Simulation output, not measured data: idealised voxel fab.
Presented below is a process module, voxel quadruple lines.
FYI the section here is cut, 290 nm wide, cells are 5 nm squares.
In what follows, cross-sections appear as grids of square cells, described through bands that run from the top down, where every band is one or more rows of cells.
Basically the band line says how high the top is and how high the bottom is, in nm, and then what's in it from left to right, every material with its width in nm. Empty space shows up as "empty", and if a single material carries "everywhere" it runs the full band edge to edge.
Where do heights start? At 0: under that level the wafer as delivered is made of one material only. And the lowest band has no floor; it just carries on downward, as in "0 -> down".
The width entry "30->40" should be interpreted row by row: the top row of cells in the band takes the first number, the bottom row takes the second number, and the change between adjacent rows is uniform throughout.
You'll sometimes find "identical to before" written for a step, and that's the way of saying that nowhere in the cross-section did a cell change during that step.
The label "Closed cavities" introduces a list of the empty spaces, 8 cells or larger, that have no open way up to the top; each entry in it reads width x height at distance, where the distance is taken from the left edge and all three are stated in nm.
Where a step's line continues beyond its settings, the continuation is a remark by the simulator itself on that step.
Steps that use a mask can have "overlay nm" on their line. It says how far the mask sat to the right of where it was meant to be. Negative means to the left.

### Process steps - plan
1,RECEIVE with material Si
2,CONFORMAL_DEP with material Al2O3, thk nm 10
3,DIRECTIONAL_DEP with material Ru, thk nm 15
4,DIRECTIONAL_DEP with material polySi, thk nm 20
5,DIRECTIONAL_DEP with material aC, thk nm 20
6,PATTERN with tone cover, mask id MANDREL, material resist, width nm 25, thk nm 30, overlay nm 0
7,DIRECTIONAL_ETCH with etch materials aC, depth nm 20
8,STRIP with etch materials resist
9,CONFORMAL_DEP with material SiO2, thk nm 15
10,DIRECTIONAL_ETCH with etch materials SiO2, depth nm 15
11,STRIP with etch materials aC
12,DIRECTIONAL_ETCH with etch materials polySi, depth nm 20
13,STRIP with etch materials SiO2
14,CONFORMAL_DEP with material SiN, thk nm 5
15,DIRECTIONAL_ETCH with etch materials SiN, depth nm 5
16,STRIP with etch materials polySi
17,DIRECTIONAL_ETCH with etch materials Ru, depth nm 15
18,STRIP with etch materials SiN
19,FILL_DEP with material lowk, thk nm 5
20,CMP with height nm 25

### first wafer, as planned

### Incoming wafer in cross-section (state: after step 1)
> 0 -> down: Si everywhere
> Closed cavities: none

### Take a look at the wafer's cross-section after step 2
> 10 -> 0: Al2O3 everywhere
> below 0: unchanged

### Take a look at the wafer's cross-section after step 3
> 25 -> 10: Ru everywhere
> below 10: unchanged

### Take a look at the wafer's cross-section after step 4
> 45 -> 25: polySi everywhere
> below 25: unchanged

### Take a look at the wafer's cross-section after step 5
> 65 -> 45: aC everywhere
> below 45: unchanged

### Take a look at the wafer's cross-section after step 6
> 95 -> 65: 130 nm empty  25 nm resist  135 nm empty
> below 65: unchanged

### Take a look at the wafer's cross-section after step 7
> 75 -> 65: 130 nm empty  25 nm resist  135 nm empty
> 65 -> 45: 130 nm empty  25 nm aC  135 nm empty
> below 45: unchanged

### Take a look at the wafer's cross-section after step 8
> 65 -> 45: 130 nm empty  25 nm aC  135 nm empty
> below 45: unchanged

### Take a look at the wafer's cross-section after step 9
> 80 -> 65: 115 nm empty  55 nm SiO2  120 nm empty
> 65 -> 60: 115 nm empty  15 nm SiO2  25 nm aC  15 nm SiO2  120 nm empty
> 60 -> 45: 130 nm SiO2  25 nm aC  135 nm SiO2
> below 45: unchanged

### Take a look at the wafer's cross-section after step 10
> 65 -> 45: 115 nm empty  15 nm SiO2  25 nm aC  15 nm SiO2  120 nm empty
> below 45: unchanged

### Take a look at the wafer's cross-section after step 11
> 65 -> 45: 115 nm empty  15 nm SiO2  25 nm empty  15 nm SiO2  120 nm empty
> below 45: unchanged

### Take a look at the wafer's cross-section after step 12
> 65 -> 45: 115 nm empty  15 nm SiO2  25 nm empty  15 nm SiO2  120 nm empty
> 45 -> 25: 115 nm empty  15 nm polySi  25 nm empty  15 nm polySi  120 nm empty
> below 25: unchanged

### Take a look at the wafer's cross-section after step 13
> 45 -> 25: 115 nm empty  15 nm polySi  25 nm empty  15 nm polySi  120 nm empty
> below 25: unchanged

### Take a look at the wafer's cross-section after step 14
> 50 -> 45: 110 nm empty  25 nm SiN  15 nm empty  25 nm SiN  115 nm empty
> 45 -> 30: 110 nm empty  5 nm SiN  15 nm polySi  5 nm SiN  15 nm empty  5 nm SiN  15 nm polySi  5 nm SiN  115 nm empty
> 30 -> 25: 115 nm SiN  15 nm polySi  25 nm SiN  15 nm polySi  120 nm SiN
> below 25: unchanged

### Take a look at the wafer's cross-section after step 15
> 45 -> 25: 110 nm empty  5 nm SiN  15 nm polySi  5 nm SiN  15 nm empty  5 nm SiN  15 nm polySi  5 nm SiN  115 nm empty
> below 25: unchanged

### Take a look at the wafer's cross-section after step 16
> 45 -> 25: 110 nm empty  5 nm SiN  15 nm empty  5 nm SiN  15 nm empty  5 nm SiN  15 nm empty  5 nm SiN  115 nm empty
> below 25: unchanged

### Take a look at the wafer's cross-section after step 17
> 45 -> 25: 110 nm empty  5 nm SiN  15 nm empty  5 nm SiN  15 nm empty  5 nm SiN  15 nm empty  5 nm SiN  115 nm empty
> 25 -> 10: 110 nm empty  5 nm Ru  15 nm empty  5 nm Ru  15 nm empty  5 nm Ru  15 nm empty  5 nm Ru  115 nm empty
> below 10: unchanged

### Take a look at the wafer's cross-section after step 18
> 25 -> 10: 110 nm empty  5 nm Ru  15 nm empty  5 nm Ru  15 nm empty  5 nm Ru  15 nm empty  5 nm Ru  115 nm empty
> below 10: unchanged

### Take a look at the wafer's cross-section after step 19
> 30 -> 25: lowk everywhere
> 25 -> 10: 110 nm lowk  5 nm Ru  15 nm lowk  5 nm Ru  15 nm lowk  5 nm Ru  15 nm lowk  5 nm Ru  115 nm lowk
> below 10: unchanged

### Take a look at the wafer's cross-section after step 20
> 25 -> 10: 110 nm lowk  5 nm Ru  15 nm lowk  5 nm Ru  15 nm lowk  5 nm Ru  15 nm lowk  5 nm Ru  115 nm lowk
> below 10: unchanged

### Wafer two of the pair: same origin, same plan, one error during the run; identical to wafer one up to and including step 2

### Second wafer shown in cross-section at the time step 3 was slated to end
> 20 -> 10: Ru everywhere
> below 10: unchanged

### Second wafer shown in cross-section at the time step 4 was slated to end
> 40 -> 20: polySi everywhere
> below 20: unchanged

### Second wafer shown in cross-section at the time step 5 was slated to end
> 60 -> 40: aC everywhere
> below 40: unchanged

### Second wafer shown in cross-section at the time step 6 was slated to end
> 90 -> 60: 130 nm empty  25 nm resist  135 nm empty
> below 60: unchanged

### Second wafer shown in cross-section at the time step 7 was slated to end
> 70 -> 60: 130 nm empty  25 nm resist  135 nm empty
> 60 -> 40: 130 nm empty  25 nm aC  135 nm empty
> below 40: unchanged

### Second wafer shown in cross-section at the time step 8 was slated to end
> 60 -> 40: 130 nm empty  25 nm aC  135 nm empty
> below 40: unchanged

### Second wafer shown in cross-section at the time step 9 was slated to end
> 75 -> 60: 115 nm empty  55 nm SiO2  120 nm empty
> 60 -> 55: 115 nm empty  15 nm SiO2  25 nm aC  15 nm SiO2  120 nm empty
> 55 -> 40: 130 nm SiO2  25 nm aC  135 nm SiO2
> below 40: unchanged

### Second wafer shown in cross-section at the time step 10 was slated to end
> 60 -> 40: 115 nm empty  15 nm SiO2  25 nm aC  15 nm SiO2  120 nm empty
> below 40: unchanged

### Second wafer shown in cross-section at the time step 11 was slated to end
> 60 -> 40: 115 nm empty  15 nm SiO2  25 nm empty  15 nm SiO2  120 nm empty
> below 40: unchanged

### Second wafer shown in cross-section at the time step 12 was slated to end
> 60 -> 40: 115 nm empty  15 nm SiO2  25 nm empty  15 nm SiO2  120 nm empty
> 40 -> 20: 115 nm empty  15 nm polySi  25 nm empty  15 nm polySi  120 nm empty
> below 20: unchanged

### Second wafer shown in cross-section at the time step 13 was slated to end
> 40 -> 20: 115 nm empty  15 nm polySi  25 nm empty  15 nm polySi  120 nm empty
> below 20: unchanged

### Second wafer shown in cross-section at the time step 14 was slated to end
> 45 -> 40: 110 nm empty  25 nm SiN  15 nm empty  25 nm SiN  115 nm empty
> 40 -> 25: 110 nm empty  5 nm SiN  15 nm polySi  5 nm SiN  15 nm empty  5 nm SiN  15 nm polySi  5 nm SiN  115 nm empty
> 25 -> 20: 115 nm SiN  15 nm polySi  25 nm SiN  15 nm polySi  120 nm SiN
> below 20: unchanged

### Second wafer shown in cross-section at the time step 15 was slated to end
> 40 -> 20: 110 nm empty  5 nm SiN  15 nm polySi  5 nm SiN  15 nm empty  5 nm SiN  15 nm polySi  5 nm SiN  115 nm empty
> below 20: unchanged

### Second wafer shown in cross-section at the time step 16 was slated to end
> 40 -> 20: 110 nm empty  5 nm SiN  15 nm empty  5 nm SiN  15 nm empty  5 nm SiN  15 nm empty  5 nm SiN  115 nm empty
> below 20: unchanged

### Second wafer shown in cross-section at the time step 17 was slated to end
> 40 -> 20: 110 nm empty  5 nm SiN  15 nm empty  5 nm SiN  15 nm empty  5 nm SiN  15 nm empty  5 nm SiN  115 nm empty
> 20 -> 10: 110 nm empty  5 nm Ru  15 nm empty  5 nm Ru  15 nm empty  5 nm Ru  15 nm empty  5 nm Ru  115 nm empty
> below 10: unchanged

### Second wafer shown in cross-section at the time step 18 was slated to end
> 20 -> 10: 110 nm empty  5 nm Ru  15 nm empty  5 nm Ru  15 nm empty  5 nm Ru  15 nm empty  5 nm Ru  115 nm empty
> below 10: unchanged

### Second wafer shown in cross-section at the time step 19 was slated to end
> 25 -> 20: lowk everywhere
> 20 -> 10: 110 nm lowk  5 nm Ru  15 nm lowk  5 nm Ru  15 nm lowk  5 nm Ru  15 nm lowk  5 nm Ru  115 nm lowk
> below 10: unchanged

Second wafer shown in cross-section at the time step 20 was slated to end: identical to before
Here's what went sideways: not per plan at step 3, really ran DIRECTIONAL_DEP with material Ru, thk nm 10
Counted in cells at the end, the second wafer holds more or fewer of these materials than the first: 4 fewer of Ru, 4 more of lowk
